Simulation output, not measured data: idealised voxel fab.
process module | voxel wiring stack
cross-section cut | 230 nm wide | cells 5 nm
A cross-section is a grid of square cells, given in bands from the top down. A band is one or more rows of cells.
Each band's line starts with the height of the band's top and of its bottom, in nm. Then come its materials from left to right, each with its width in nm. One material with "throughout" fills the band from edge to edge. "air" is empty space.
Height 0 is the level under which the wafer as received is all one material. The lowest band goes on downwards, as in "0 down".
A width such as "30 to 40" changes by the same amount from each row of cells to the next, from the band's top row to its bottom row.
"no change" after a step means that no cell of the cross-section changed.
closed voids: empty space of 8 cells or more with no open way to the top, each as width x height at its distance from the left edge, in nm
after a step's settings: what the simulator itself notes on the step
overlay nm, on a step with a mask: how far to the right of its planned place the mask lay; to the left if negative
plan
1 op RECEIVE | material Si
2 op CONFORMAL_DEP | material SiO2 | thk nm 10
3 op CONFORMAL_DEP | material SiCN | thk nm 5
4 op DIRECTIONAL_DEP | material lowk | thk nm 25
5 op DIRECTIONAL_DEP | material aC | thk nm 10
6 op PATTERN | tone open | mask id METAL_1 | material resist | width nm 30 | pitch nm 45 | thk nm 25 | overlay nm 0
7 op DIRECTIONAL_ETCH | etch materials aC | depth nm 10
8 op STRIP | etch materials resist
9 op DIRECTIONAL_ETCH | etch materials lowk | depth nm 25
10 op DIRECTIONAL_ETCH | etch materials SiCN | depth nm 5
11 op STRIP | etch materials aC
12 op CONFORMAL_DEP | material TiN | thk nm 5
13 op FILL_DEP | material Cu | thk nm 5
14 op CMP | height nm 40
15 op CONFORMAL_DEP | material SiCN | thk nm 5
16 op DIRECTIONAL_DEP | material SiO2 | thk nm 30
17 op MASKED_ETCH | tone open | mask id METAL_2 | width nm 30 | pitch nm 45 | etch materials SiO2 | depth nm 20 | overlay nm 0
18 op DIRECTIONAL_DEP | material aC | thk nm 15
19 op PATTERN | tone open | mask id METAL_2_HOLES | material resist | width nm 15 | pitch nm 45 | thk nm 30 | overlay nm 0
20 op DIRECTIONAL_ETCH | etch materials aC | depth nm 15
21 op STRIP | etch materials resist
22 op DIRECTIONAL_ETCH | etch materials SiO2 | depth nm 10
23 op DIRECTIONAL_ETCH | etch materials SiCN | depth nm 5
24 op STRIP | etch materials aC
25 op CONFORMAL_DEP | material TiN | thk nm 5
26 op FILL_DEP | material Cu | thk nm 10
27 op CMP | height nm 75
28 op CONFORMAL_DEP | material SiCN | thk nm 5
29 op DIRECTIONAL_DEP | material lowk | thk nm 30
30 op MASKED_ETCH | tone open | mask id METAL_3 | width nm 30 | pitch nm 45 | etch materials lowk | depth nm 20 | overlay nm 0
31 op DIRECTIONAL_DEP | material aC | thk nm 15
32 op PATTERN | tone open | mask id METAL_3_HOLES | material resist | width nm 15 | pitch nm 45 | thk nm 30 | overlay nm 0
33 op DIRECTIONAL_ETCH | etch materials aC | depth nm 15
34 op STRIP | etch materials resist
35 op DIRECTIONAL_ETCH | etch materials lowk | depth nm 10
36 op DIRECTIONAL_ETCH | etch materials SiCN | depth nm 5
37 op STRIP | etch materials aC
38 op CONFORMAL_DEP | material TiN | thk nm 5
39 op FILL_DEP | material Ru | thk nm 5
40 op CMP | height nm 110
41 op CONFORMAL_DEP | material SiCN | thk nm 5
first wafer, as planned
as received, after step 1
  0 down: Si throughout
  closed voids: none
after step 2
  10 to 0: SiO2 throughout
  below 0: unchanged
after step 3
  15 to 10: SiCN throughout
  below 10: unchanged
after step 4
  40 to 15: lowk throughout
  below 15: unchanged
after step 5
  50 to 40: aC throughout
  below 40: unchanged
after step 6
  75 to 50: resist 30 | air 30 | resist 15 | air 30 | resist 15 | air 30 | resist 15 | air 30 | resist 35
  below 50: unchanged
after step 7
  65 to 50: resist 30 | air 30 | resist 15 | air 30 | resist 15 | air 30 | resist 15 | air 30 | resist 35
  50 to 40: aC 30 | air 30 | aC 15 | air 30 | aC 15 | air 30 | aC 15 | air 30 | aC 35
  below 40: unchanged
after step 8
  50 to 40: aC 30 | air 30 | aC 15 | air 30 | aC 15 | air 30 | aC 15 | air 30 | aC 35
  below 40: unchanged
after step 9
  50 to 40: aC 30 | air 30 | aC 15 | air 30 | aC 15 | air 30 | aC 15 | air 30 | aC 35
  40 to 15: lowk 30 | air 30 | lowk 15 | air 30 | lowk 15 | air 30 | lowk 15 | air 30 | lowk 35
  below 15: unchanged
after step 10
  50 to 40: aC 30 | air 30 | aC 15 | air 30 | aC 15 | air 30 | aC 15 | air 30 | aC 35
  40 to 15: lowk 30 | air 30 | lowk 15 | air 30 | lowk 15 | air 30 | lowk 15 | air 30 | lowk 35
  15 to 10: SiCN 30 | air 30 | SiCN 15 | air 30 | SiCN 15 | air 30 | SiCN 15 | air 30 | SiCN 35
  below 10: unchanged
after step 11
  40 to 15: lowk 30 | air 30 | lowk 15 | air 30 | lowk 15 | air 30 | lowk 15 | air 30 | lowk 35
  below 15: unchanged
after step 12
  45 to 40: TiN 35 | air 20 | TiN 25 | air 20 | TiN 25 | air 20 | TiN 25 | air 20 | TiN 40
  40 to 15: lowk 30 | TiN 5 | air 20 | TiN 5 | lowk 15 | TiN 5 | air 20 | TiN 5 | lowk 15 | TiN 5 | air 20 | TiN 5 | lowk 15 | TiN 5 | air 20 | TiN 5 | lowk 35
  15 to 10: SiCN 30 | TiN 30 | SiCN 15 | TiN 30 | SiCN 15 | TiN 30 | SiCN 15 | TiN 30 | SiCN 35
  below 10: unchanged
after step 13
  50 to 45: Cu throughout
  45 to 40: TiN 35 | Cu 20 | TiN 25 | Cu 20 | TiN 25 | Cu 20 | TiN 25 | Cu 20 | TiN 40
  40 to 15: lowk 30 | TiN 5 | Cu 20 | TiN 5 | lowk 15 | TiN 5 | Cu 20 | TiN 5 | lowk 15 | TiN 5 | Cu 20 | TiN 5 | lowk 15 | TiN 5 | Cu 20 | TiN 5 | lowk 35
  below 15: unchanged
after step 14
  40 to 15: lowk 30 | TiN 5 | Cu 20 | TiN 5 | lowk 15 | TiN 5 | Cu 20 | TiN 5 | lowk 15 | TiN 5 | Cu 20 | TiN 5 | lowk 15 | TiN 5 | Cu 20 | TiN 5 | lowk 35
  below 15: unchanged
after step 15
  45 to 40: SiCN throughout
  below 40: unchanged
after step 16
  75 to 45: SiO2 throughout
  below 45: unchanged
after step 17
  75 to 55: SiO2 30 | air 30 | SiO2 15 | air 30 | SiO2 15 | air 30 | SiO2 15 | air 30 | SiO2 35
  below 55: unchanged
after step 18
  90 to 75: aC 30 | air 30 | aC 15 | air 30 | aC 15 | air 30 | aC 15 | air 30 | aC 35
  75 to 70: SiO2 30 | air 30 | SiO2 15 | air 30 | SiO2 15 | air 30 | SiO2 15 | air 30 | SiO2 35
  70 to 55: SiO2 30 | aC 30 | SiO2 15 | aC 30 | SiO2 15 | aC 30 | SiO2 15 | aC 30 | SiO2 35
  below 55: unchanged
after step 19
  120 to 90: resist 30 | air 15 | resist 30 | air 15 | resist 30 | air 15 | resist 30 | air 15 | resist 50
  90 to 75: aC 30 | air 15 | resist 15 | aC 15 | air 15 | resist 15 | aC 15 | air 15 | resist 15 | aC 15 | air 15 | resist 15 | aC 35
  75 to 70: SiO2 30 | air 15 | resist 15 | SiO2 15 | air 15 | resist 15 | SiO2 15 | air 15 | resist 15 | SiO2 15 | air 15 | resist 15 | SiO2 35
  below 70: unchanged
after step 20
  105 to 90: resist 30 | air 15 | resist 30 | air 15 | resist 30 | air 15 | resist 30 | air 15 | resist 50
  90 to 75: aC 30 | air 15 | resist 15 | aC 15 | air 15 | resist 15 | aC 15 | air 15 | resist 15 | aC 15 | air 15 | resist 15 | aC 35
  75 to 70: SiO2 30 | air 15 | resist 15 | SiO2 15 | air 15 | resist 15 | SiO2 15 | air 15 | resist 15 | SiO2 15 | air 15 | resist 15 | SiO2 35
  70 to 55: SiO2 30 | air 15 | aC 15 | SiO2 15 | air 15 | aC 15 | SiO2 15 | air 15 | aC 15 | SiO2 15 | air 15 | aC 15 | SiO2 35
  below 55: unchanged
after step 21
  90 to 75: aC 30 | air 30 | aC 15 | air 30 | aC 15 | air 30 | aC 15 | air 30 | aC 35
  75 to 70: SiO2 30 | air 30 | SiO2 15 | air 30 | SiO2 15 | air 30 | SiO2 15 | air 30 | SiO2 35
  below 70: unchanged
after step 22
  90 to 75: aC 30 | air 30 | aC 15 | air 30 | aC 15 | air 30 | aC 15 | air 30 | aC 35
  75 to 70: SiO2 30 | air 30 | SiO2 15 | air 30 | SiO2 15 | air 30 | SiO2 15 | air 30 | SiO2 35
  70 to 55: SiO2 30 | air 15 | aC 15 | SiO2 15 | air 15 | aC 15 | SiO2 15 | air 15 | aC 15 | SiO2 15 | air 15 | aC 15 | SiO2 35
  55 to 45: SiO2 30 | air 15 | SiO2 30 | air 15 | SiO2 30 | air 15 | SiO2 30 | air 15 | SiO2 50
  below 45: unchanged
after step 23
  90 to 75: aC 30 | air 30 | aC 15 | air 30 | aC 15 | air 30 | aC 15 | air 30 | aC 35
  75 to 70: SiO2 30 | air 30 | SiO2 15 | air 30 | SiO2 15 | air 30 | SiO2 15 | air 30 | SiO2 35
  70 to 55: SiO2 30 | air 15 | aC 15 | SiO2 15 | air 15 | aC 15 | SiO2 15 | air 15 | aC 15 | SiO2 15 | air 15 | aC 15 | SiO2 35
  55 to 45: SiO2 30 | air 15 | SiO2 30 | air 15 | SiO2 30 | air 15 | SiO2 30 | air 15 | SiO2 50
  45 to 40: SiCN 30 | air 15 | SiCN 30 | air 15 | SiCN 30 | air 15 | SiCN 30 | air 15 | SiCN 50
  below 40: unchanged
after step 24
  75 to 55: SiO2 30 | air 30 | SiO2 15 | air 30 | SiO2 15 | air 30 | SiO2 15 | air 30 | SiO2 35
  below 55: unchanged
after step 25
  80 to 75: TiN 35 | air 20 | TiN 25 | air 20 | TiN 25 | air 20 | TiN 25 | air 20 | TiN 40
  75 to 60: SiO2 30 | TiN 5 | air 20 | TiN 5 | SiO2 15 | TiN 5 | air 20 | TiN 5 | SiO2 15 | TiN 5 | air 20 | TiN 5 | SiO2 15 | TiN 5 | air 20 | TiN 5 | SiO2 35
  60 to 55: SiO2 30 | TiN 5 | air 5 | TiN 20 | SiO2 15 | TiN 5 | air 5 | TiN 20 | SiO2 15 | TiN 5 | air 5 | TiN 20 | SiO2 15 | TiN 5 | air 5 | TiN 20 | SiO2 35
  55 to 45: SiO2 30 | TiN 5 | air 5 | TiN 5 | SiO2 30 | TiN 5 | air 5 | TiN 5 | SiO2 30 | TiN 5 | air 5 | TiN 5 | SiO2 30 | TiN 5 | air 5 | TiN 5 | SiO2 50
  45 to 40: SiCN 30 | TiN 15 | SiCN 30 | TiN 15 | SiCN 30 | TiN 15 | SiCN 30 | TiN 15 | SiCN 50
  below 40: unchanged
after step 26
  90 to 80: Cu throughout
  80 to 75: TiN 35 | Cu 20 | TiN 25 | Cu 20 | TiN 25 | Cu 20 | TiN 25 | Cu 20 | TiN 40
  75 to 60: SiO2 30 | TiN 5 | Cu 20 | TiN 5 | SiO2 15 | TiN 5 | Cu 20 | TiN 5 | SiO2 15 | TiN 5 | Cu 20 | TiN 5 | SiO2 15 | TiN 5 | Cu 20 | TiN 5 | SiO2 35
  60 to 55: SiO2 30 | TiN 5 | Cu 5 | TiN 20 | SiO2 15 | TiN 5 | Cu 5 | TiN 20 | SiO2 15 | TiN 5 | Cu 5 | TiN 20 | SiO2 15 | TiN 5 | Cu 5 | TiN 20 | SiO2 35
  55 to 45: SiO2 30 | TiN 5 | Cu 5 | TiN 5 | SiO2 30 | TiN 5 | Cu 5 | TiN 5 | SiO2 30 | TiN 5 | Cu 5 | TiN 5 | SiO2 30 | TiN 5 | Cu 5 | TiN 5 | SiO2 50
  below 45: unchanged
after step 27
  75 to 60: SiO2 30 | TiN 5 | Cu 20 | TiN 5 | SiO2 15 | TiN 5 | Cu 20 | TiN 5 | SiO2 15 | TiN 5 | Cu 20 | TiN 5 | SiO2 15 | TiN 5 | Cu 20 | TiN 5 | SiO2 35
  below 60: unchanged
after step 28
  80 to 75: SiCN throughout
  below 75: unchanged
after step 29
  110 to 80: lowk throughout
  below 80: unchanged
after step 30
  110 to 90: lowk 30 | air 30 | lowk 15 | air 30 | lowk 15 | air 30 | lowk 15 | air 30 | lowk 35
  below 90: unchanged
after step 31
  125 to 110: aC 30 | air 30 | aC 15 | air 30 | aC 15 | air 30 | aC 15 | air 30 | aC 35
  110 to 105: lowk 30 | air 30 | lowk 15 | air 30 | lowk 15 | air 30 | lowk 15 | air 30 | lowk 35
  105 to 90: lowk 30 | aC 30 | lowk 15 | aC 30 | lowk 15 | aC 30 | lowk 15 | aC 30 | lowk 35
  below 90: unchanged
after step 32
  155 to 125: resist 30 | air 15 | resist 30 | air 15 | resist 30 | air 15 | resist 30 | air 15 | resist 50
  125 to 110: aC 30 | air 15 | resist 15 | aC 15 | air 15 | resist 15 | aC 15 | air 15 | resist 15 | aC 15 | air 15 | resist 15 | aC 35
  110 to 105: lowk 30 | air 15 | resist 15 | lowk 15 | air 15 | resist 15 | lowk 15 | air 15 | resist 15 | lowk 15 | air 15 | resist 15 | lowk 35
  below 105: unchanged
after step 33
  140 to 125: resist 30 | air 15 | resist 30 | air 15 | resist 30 | air 15 | resist 30 | air 15 | resist 50
  125 to 110: aC 30 | air 15 | resist 15 | aC 15 | air 15 | resist 15 | aC 15 | air 15 | resist 15 | aC 15 | air 15 | resist 15 | aC 35
  110 to 105: lowk 30 | air 15 | resist 15 | lowk 15 | air 15 | resist 15 | lowk 15 | air 15 | resist 15 | lowk 15 | air 15 | resist 15 | lowk 35
  105 to 90: lowk 30 | air 15 | aC 15 | lowk 15 | air 15 | aC 15 | lowk 15 | air 15 | aC 15 | lowk 15 | air 15 | aC 15 | lowk 35
  below 90: unchanged
after step 34
  125 to 110: aC 30 | air 30 | aC 15 | air 30 | aC 15 | air 30 | aC 15 | air 30 | aC 35
  110 to 105: lowk 30 | air 30 | lowk 15 | air 30 | lowk 15 | air 30 | lowk 15 | air 30 | lowk 35
  below 105: unchanged
after step 35
  125 to 110: aC 30 | air 30 | aC 15 | air 30 | aC 15 | air 30 | aC 15 | air 30 | aC 35
  110 to 105: lowk 30 | air 30 | lowk 15 | air 30 | lowk 15 | air 30 | lowk 15 | air 30 | lowk 35
  105 to 90: lowk 30 | air 15 | aC 15 | lowk 15 | air 15 | aC 15 | lowk 15 | air 15 | aC 15 | lowk 15 | air 15 | aC 15 | lowk 35
  90 to 80: lowk 30 | air 15 | lowk 30 | air 15 | lowk 30 | air 15 | lowk 30 | air 15 | lowk 50
  below 80: unchanged
after step 36
  125 to 110: aC 30 | air 30 | aC 15 | air 30 | aC 15 | air 30 | aC 15 | air 30 | aC 35
  110 to 105: lowk 30 | air 30 | lowk 15 | air 30 | lowk 15 | air 30 | lowk 15 | air 30 | lowk 35
  105 to 90: lowk 30 | air 15 | aC 15 | lowk 15 | air 15 | aC 15 | lowk 15 | air 15 | aC 15 | lowk 15 | air 15 | aC 15 | lowk 35
  90 to 80: lowk 30 | air 15 | lowk 30 | air 15 | lowk 30 | air 15 | lowk 30 | air 15 | lowk 50
  80 to 75: SiCN 30 | air 15 | SiCN 30 | air 15 | SiCN 30 | air 15 | SiCN 30 | air 15 | SiCN 50
  below 75: unchanged
after step 37
  110 to 90: lowk 30 | air 30 | lowk 15 | air 30 | lowk 15 | air 30 | lowk 15 | air 30 | lowk 35
  below 90: unchanged
after step 38
  115 to 110: TiN 35 | air 20 | TiN 25 | air 20 | TiN 25 | air 20 | TiN 25 | air 20 | TiN 40
  110 to 95: lowk 30 | TiN 5 | air 20 | TiN 5 | lowk 15 | TiN 5 | air 20 | TiN 5 | lowk 15 | TiN 5 | air 20 | TiN 5 | lowk 15 | TiN 5 | air 20 | TiN 5 | lowk 35
  95 to 90: lowk 30 | TiN 5 | air 5 | TiN 20 | lowk 15 | TiN 5 | air 5 | TiN 20 | lowk 15 | TiN 5 | air 5 | TiN 20 | lowk 15 | TiN 5 | air 5 | TiN 20 | lowk 35
  90 to 80: lowk 30 | TiN 5 | air 5 | TiN 5 | lowk 30 | TiN 5 | air 5 | TiN 5 | lowk 30 | TiN 5 | air 5 | TiN 5 | lowk 30 | TiN 5 | air 5 | TiN 5 | lowk 50
  80 to 75: SiCN 30 | TiN 15 | SiCN 30 | TiN 15 | SiCN 30 | TiN 15 | SiCN 30 | TiN 15 | SiCN 50
  below 75: unchanged
after step 39
  120 to 115: Ru throughout
  115 to 110: TiN 35 | Ru 20 | TiN 25 | Ru 20 | TiN 25 | Ru 20 | TiN 25 | Ru 20 | TiN 40
  110 to 95: lowk 30 | TiN 5 | Ru 20 | TiN 5 | lowk 15 | TiN 5 | Ru 20 | TiN 5 | lowk 15 | TiN 5 | Ru 20 | TiN 5 | lowk 15 | TiN 5 | Ru 20 | TiN 5 | lowk 35
  95 to 90: lowk 30 | TiN 5 | Ru 5 | TiN 20 | lowk 15 | TiN 5 | Ru 5 | TiN 20 | lowk 15 | TiN 5 | Ru 5 | TiN 20 | lowk 15 | TiN 5 | Ru 5 | TiN 20 | lowk 35
  90 to 80: lowk 30 | TiN 5 | Ru 5 | TiN 5 | lowk 30 | TiN 5 | Ru 5 | TiN 5 | lowk 30 | TiN 5 | Ru 5 | TiN 5 | lowk 30 | TiN 5 | Ru 5 | TiN 5 | lowk 50
  below 80: unchanged
after step 40
  110 to 95: lowk 30 | TiN 5 | Ru 20 | TiN 5 | lowk 15 | TiN 5 | Ru 20 | TiN 5 | lowk 15 | TiN 5 | Ru 20 | TiN 5 | lowk 15 | TiN 5 | Ru 20 | TiN 5 | lowk 35
  below 95: unchanged
after step 41
  115 to 110: SiCN throughout
  below 110: unchanged
second wafer: like start, like plan, one mistake. Through step 16 it matches the first wafer
when step 17 should have ended
  75 to 55: SiO2 35 | air 20 | SiO2 25 | air 20 | SiO2 25 | air 20 | SiO2 25 | air 20 | SiO2 40
  below 55: unchanged
when step 18 should have ended
  90 to 75: aC 35 | air 20 | aC 25 | air 20 | aC 25 | air 20 | aC 25 | air 20 | aC 40
  75 to 70: SiO2 35 | air 20 | SiO2 25 | air 20 | SiO2 25 | air 20 | SiO2 25 | air 20 | SiO2 40
  70 to 55: SiO2 35 | aC 20 | SiO2 25 | aC 20 | SiO2 25 | aC 20 | SiO2 25 | aC 20 | SiO2 40
  below 55: unchanged
when step 19 should have ended
  120 to 90: resist 30 | air 15 | resist 30 | air 15 | resist 30 | air 15 | resist 30 | air 15 | resist 50
  90 to 75: aC 35 | air 10 | resist 10 | aC 25 | air 10 | resist 10 | aC 25 | air 10 | resist 10 | aC 25 | air 10 | resist 10 | aC 40
  75 to 70: SiO2 35 | air 10 | resist 10 | SiO2 25 | air 10 | resist 10 | SiO2 25 | air 10 | resist 10 | SiO2 25 | air 10 | resist 10 | SiO2 40
  below 70: unchanged
when step 20 should have ended
  105 to 90: resist 30 | air 15 | resist 30 | air 15 | resist 30 | air 15 | resist 30 | air 15 | resist 50
  90 to 75: aC 30 | air 15 | resist 10 | aC 20 | air 15 | resist 10 | aC 20 | air 15 | resist 10 | aC 20 | air 15 | resist 10 | aC 40
  75 to 70: SiO2 35 | air 10 | resist 10 | SiO2 25 | air 10 | resist 10 | SiO2 25 | air 10 | resist 10 | SiO2 25 | air 10 | resist 10 | SiO2 40
  70 to 55: SiO2 35 | air 10 | aC 10 | SiO2 25 | air 10 | aC 10 | SiO2 25 | air 10 | aC 10 | SiO2 25 | air 10 | aC 10 | SiO2 40
  below 55: unchanged
when step 21 should have ended
  90 to 75: aC 30 | air 25 | aC 20 | air 25 | aC 20 | air 25 | aC 20 | air 25 | aC 40
  75 to 70: SiO2 35 | air 20 | SiO2 25 | air 20 | SiO2 25 | air 20 | SiO2 25 | air 20 | SiO2 40
  below 70: unchanged
when step 22 should have ended
  90 to 75: aC 30 | air 25 | aC 20 | air 25 | aC 20 | air 25 | aC 20 | air 25 | aC 40
  75 to 70: SiO2 30 | air 25 | SiO2 20 | air 25 | SiO2 20 | air 25 | SiO2 20 | air 25 | SiO2 40
  70 to 65: SiO2 30 | air 15 | aC 10 | SiO2 20 | air 15 | aC 10 | SiO2 20 | air 15 | aC 10 | SiO2 20 | air 15 | aC 10 | SiO2 40
  65 to 55: SiO2 35 | air 10 | aC 10 | SiO2 25 | air 10 | aC 10 | SiO2 25 | air 10 | aC 10 | SiO2 25 | air 10 | aC 10 | SiO2 40
  55 to 45: SiO2 35 | air 10 | SiO2 35 | air 10 | SiO2 35 | air 10 | SiO2 35 | air 10 | SiO2 50
  below 45: unchanged
when step 23 should have ended
  90 to 75: aC 30 | air 25 | aC 20 | air 25 | aC 20 | air 25 | aC 20 | air 25 | aC 40
  75 to 70: SiO2 30 | air 25 | SiO2 20 | air 25 | SiO2 20 | air 25 | SiO2 20 | air 25 | SiO2 40
  70 to 65: SiO2 30 | air 15 | aC 10 | SiO2 20 | air 15 | aC 10 | SiO2 20 | air 15 | aC 10 | SiO2 20 | air 15 | aC 10 | SiO2 40
  65 to 55: SiO2 35 | air 10 | aC 10 | SiO2 25 | air 10 | aC 10 | SiO2 25 | air 10 | aC 10 | SiO2 25 | air 10 | aC 10 | SiO2 40
  55 to 45: SiO2 35 | air 10 | SiO2 35 | air 10 | SiO2 35 | air 10 | SiO2 35 | air 10 | SiO2 50
  45 to 40: SiCN 35 | air 10 | SiCN 35 | air 10 | SiCN 35 | air 10 | SiCN 35 | air 10 | SiCN 50
  below 40: unchanged
when step 24 should have ended
  75 to 65: SiO2 30 | air 25 | SiO2 20 | air 25 | SiO2 20 | air 25 | SiO2 20 | air 25 | SiO2 40
  65 to 55: SiO2 35 | air 20 | SiO2 25 | air 20 | SiO2 25 | air 20 | SiO2 25 | air 20 | SiO2 40
  below 55: unchanged
when step 25 should have ended
  80 to 75: TiN 35 | air 15 | TiN 30 | air 15 | TiN 30 | air 15 | TiN 30 | air 15 | TiN 45
  75 to 65: SiO2 30 | TiN 5 to 10 | air 15 to 10 | TiN 5 | SiO2 20 | TiN 5 to 10 | air 15 to 10 | TiN 5 | SiO2 20 | TiN 5 to 10 | air 15 to 10 | TiN 5 | SiO2 20 | TiN 5 to 10 | air 15 to 10 | TiN 5 | SiO2 40
  65 to 60: SiO2 35 | TiN 5 | air 10 | TiN 5 | SiO2 25 | TiN 5 | air 10 | TiN 5 | SiO2 25 | TiN 5 | air 10 | TiN 5 | SiO2 25 | TiN 5 | air 10 | TiN 5 | SiO2 40
  60 to 55: SiO2 35 | TiN 20 | SiO2 25 | TiN 20 | SiO2 25 | TiN 20 | SiO2 25 | TiN 20 | SiO2 40
  55 to 45: SiO2 35 | TiN 10 | SiO2 35 | TiN 10 | SiO2 35 | TiN 10 | SiO2 35 | TiN 10 | SiO2 50
  45 to 40: SiCN 35 | TiN 10 | SiCN 35 | TiN 10 | SiCN 35 | TiN 10 | SiCN 35 | TiN 10 | SiCN 50
  below 40: unchanged
when step 26 should have ended
  90 to 80: Cu throughout
  80 to 75: TiN 35 | Cu 15 | TiN 30 | Cu 15 | TiN 30 | Cu 15 | TiN 30 | Cu 15 | TiN 45
  75 to 65: SiO2 30 | TiN 5 to 10 | Cu 15 to 10 | TiN 5 | SiO2 20 | TiN 5 to 10 | Cu 15 to 10 | TiN 5 | SiO2 20 | TiN 5 to 10 | Cu 15 to 10 | TiN 5 | SiO2 20 | TiN 5 to 10 | Cu 15 to 10 | TiN 5 | SiO2 40
  65 to 60: SiO2 35 | TiN 5 | Cu 10 | TiN 5 | SiO2 25 | TiN 5 | Cu 10 | TiN 5 | SiO2 25 | TiN 5 | Cu 10 | TiN 5 | SiO2 25 | TiN 5 | Cu 10 | TiN 5 | SiO2 40
  below 60: unchanged
when step 27 should have ended
  75 to 65: SiO2 30 | TiN 5 to 10 | Cu 15 to 10 | TiN 5 | SiO2 20 | TiN 5 to 10 | Cu 15 to 10 | TiN 5 | SiO2 20 | TiN 5 to 10 | Cu 15 to 10 | TiN 5 | SiO2 20 | TiN 5 to 10 | Cu 15 to 10 | TiN 5 | SiO2 40
  below 65: unchanged
when step 28 should have ended
  80 to 75: SiCN throughout
  below 75: unchanged
when step 29 should have ended
  110 to 80: lowk throughout
  below 80: unchanged
when step 30 should have ended
  110 to 90: lowk 30 | air 30 | lowk 15 | air 30 | lowk 15 | air 30 | lowk 15 | air 30 | lowk 35
  below 90: unchanged
when step 31 should have ended
  125 to 110: aC 30 | air 30 | aC 15 | air 30 | aC 15 | air 30 | aC 15 | air 30 | aC 35
  110 to 105: lowk 30 | air 30 | lowk 15 | air 30 | lowk 15 | air 30 | lowk 15 | air 30 | lowk 35
  105 to 90: lowk 30 | aC 30 | lowk 15 | aC 30 | lowk 15 | aC 30 | lowk 15 | aC 30 | lowk 35
  below 90: unchanged
when step 32 should have ended
  155 to 125: resist 30 | air 15 | resist 30 | air 15 | resist 30 | air 15 | resist 30 | air 15 | resist 50
  125 to 110: aC 30 | air 15 | resist 15 | aC 15 | air 15 | resist 15 | aC 15 | air 15 | resist 15 | aC 15 | air 15 | resist 15 | aC 35
  110 to 105: lowk 30 | air 15 | resist 15 | lowk 15 | air 15 | resist 15 | lowk 15 | air 15 | resist 15 | lowk 15 | air 15 | resist 15 | lowk 35
  below 105: unchanged
when step 33 should have ended
  140 to 125: resist 30 | air 15 | resist 30 | air 15 | resist 30 | air 15 | resist 30 | air 15 | resist 50
  125 to 110: aC 30 | air 15 | resist 15 | aC 15 | air 15 | resist 15 | aC 15 | air 15 | resist 15 | aC 15 | air 15 | resist 15 | aC 35
  110 to 105: lowk 30 | air 15 | resist 15 | lowk 15 | air 15 | resist 15 | lowk 15 | air 15 | resist 15 | lowk 15 | air 15 | resist 15 | lowk 35
  105 to 90: lowk 30 | air 15 | aC 15 | lowk 15 | air 15 | aC 15 | lowk 15 | air 15 | aC 15 | lowk 15 | air 15 | aC 15 | lowk 35
  below 90: unchanged
when step 34 should have ended
  125 to 110: aC 30 | air 30 | aC 15 | air 30 | aC 15 | air 30 | aC 15 | air 30 | aC 35
  110 to 105: lowk 30 | air 30 | lowk 15 | air 30 | lowk 15 | air 30 | lowk 15 | air 30 | lowk 35
  below 105: unchanged
when step 35 should have ended
  125 to 110: aC 30 | air 30 | aC 15 | air 30 | aC 15 | air 30 | aC 15 | air 30 | aC 35
  110 to 105: lowk 30 | air 30 | lowk 15 | air 30 | lowk 15 | air 30 | lowk 15 | air 30 | lowk 35
  105 to 90: lowk 30 | air 15 | aC 15 | lowk 15 | air 15 | aC 15 | lowk 15 | air 15 | aC 15 | lowk 15 | air 15 | aC 15 | lowk 35
  90 to 80: lowk 30 | air 15 | lowk 30 | air 15 | lowk 30 | air 15 | lowk 30 | air 15 | lowk 50
  below 80: unchanged
when step 36 should have ended
  125 to 110: aC 30 | air 30 | aC 15 | air 30 | aC 15 | air 30 | aC 15 | air 30 | aC 35
  110 to 105: lowk 30 | air 30 | lowk 15 | air 30 | lowk 15 | air 30 | lowk 15 | air 30 | lowk 35
  105 to 90: lowk 30 | air 15 | aC 15 | lowk 15 | air 15 | aC 15 | lowk 15 | air 15 | aC 15 | lowk 15 | air 15 | aC 15 | lowk 35
  90 to 80: lowk 30 | air 15 | lowk 30 | air 15 | lowk 30 | air 15 | lowk 30 | air 15 | lowk 50
  80 to 75: SiCN 30 | air 15 | SiCN 30 | air 15 | SiCN 30 | air 15 | SiCN 30 | air 15 | SiCN 50
  below 75: unchanged
when step 37 should have ended
  110 to 90: lowk 30 | air 30 | lowk 15 | air 30 | lowk 15 | air 30 | lowk 15 | air 30 | lowk 35
  below 90: unchanged
when step 38 should have ended
  115 to 110: TiN 35 | air 20 | TiN 25 | air 20 | TiN 25 | air 20 | TiN 25 | air 20 | TiN 40
  110 to 95: lowk 30 | TiN 5 | air 20 | TiN 5 | lowk 15 | TiN 5 | air 20 | TiN 5 | lowk 15 | TiN 5 | air 20 | TiN 5 | lowk 15 | TiN 5 | air 20 | TiN 5 | lowk 35
  95 to 90: lowk 30 | TiN 5 | air 5 | TiN 20 | lowk 15 | TiN 5 | air 5 | TiN 20 | lowk 15 | TiN 5 | air 5 | TiN 20 | lowk 15 | TiN 5 | air 5 | TiN 20 | lowk 35
  90 to 80: lowk 30 | TiN 5 | air 5 | TiN 5 | lowk 30 | TiN 5 | air 5 | TiN 5 | lowk 30 | TiN 5 | air 5 | TiN 5 | lowk 30 | TiN 5 | air 5 | TiN 5 | lowk 50
  80 to 75: SiCN 30 | TiN 15 | SiCN 30 | TiN 15 | SiCN 30 | TiN 15 | SiCN 30 | TiN 15 | SiCN 50
  below 75: unchanged
when step 39 should have ended
  120 to 115: Ru throughout
  115 to 110: TiN 35 | Ru 20 | TiN 25 | Ru 20 | TiN 25 | Ru 20 | TiN 25 | Ru 20 | TiN 40
  110 to 95: lowk 30 | TiN 5 | Ru 20 | TiN 5 | lowk 15 | TiN 5 | Ru 20 | TiN 5 | lowk 15 | TiN 5 | Ru 20 | TiN 5 | lowk 15 | TiN 5 | Ru 20 | TiN 5 | lowk 35
  95 to 90: lowk 30 | TiN 5 | Ru 5 | TiN 20 | lowk 15 | TiN 5 | Ru 5 | TiN 20 | lowk 15 | TiN 5 | Ru 5 | TiN 20 | lowk 15 | TiN 5 | Ru 5 | TiN 20 | lowk 35
  90 to 80: lowk 30 | TiN 5 | Ru 5 | TiN 5 | lowk 30 | TiN 5 | Ru 5 | TiN 5 | lowk 30 | TiN 5 | Ru 5 | TiN 5 | lowk 30 | TiN 5 | Ru 5 | TiN 5 | lowk 50
  below 80: unchanged
when step 40 should have ended
  110 to 95: lowk 30 | TiN 5 | Ru 20 | TiN 5 | lowk 15 | TiN 5 | Ru 20 | TiN 5 | lowk 15 | TiN 5 | Ru 20 | TiN 5 | lowk 15 | TiN 5 | Ru 20 | TiN 5 | lowk 35
  below 95: unchanged
when step 41 should have ended
  115 to 110: SiCN throughout
  below 110: unchanged
what went wrong: step 17 ran as: op MASKED_ETCH | tone open | mask id METAL_2 | width nm 20 | pitch nm 45 | etch materials SiO2 | depth nm 20 | overlay nm 0
at the end the second wafer has, in cells: 32 fewer of Cu | 4 more of SiCN | 32 more of SiO2 | 4 fewer of TiN
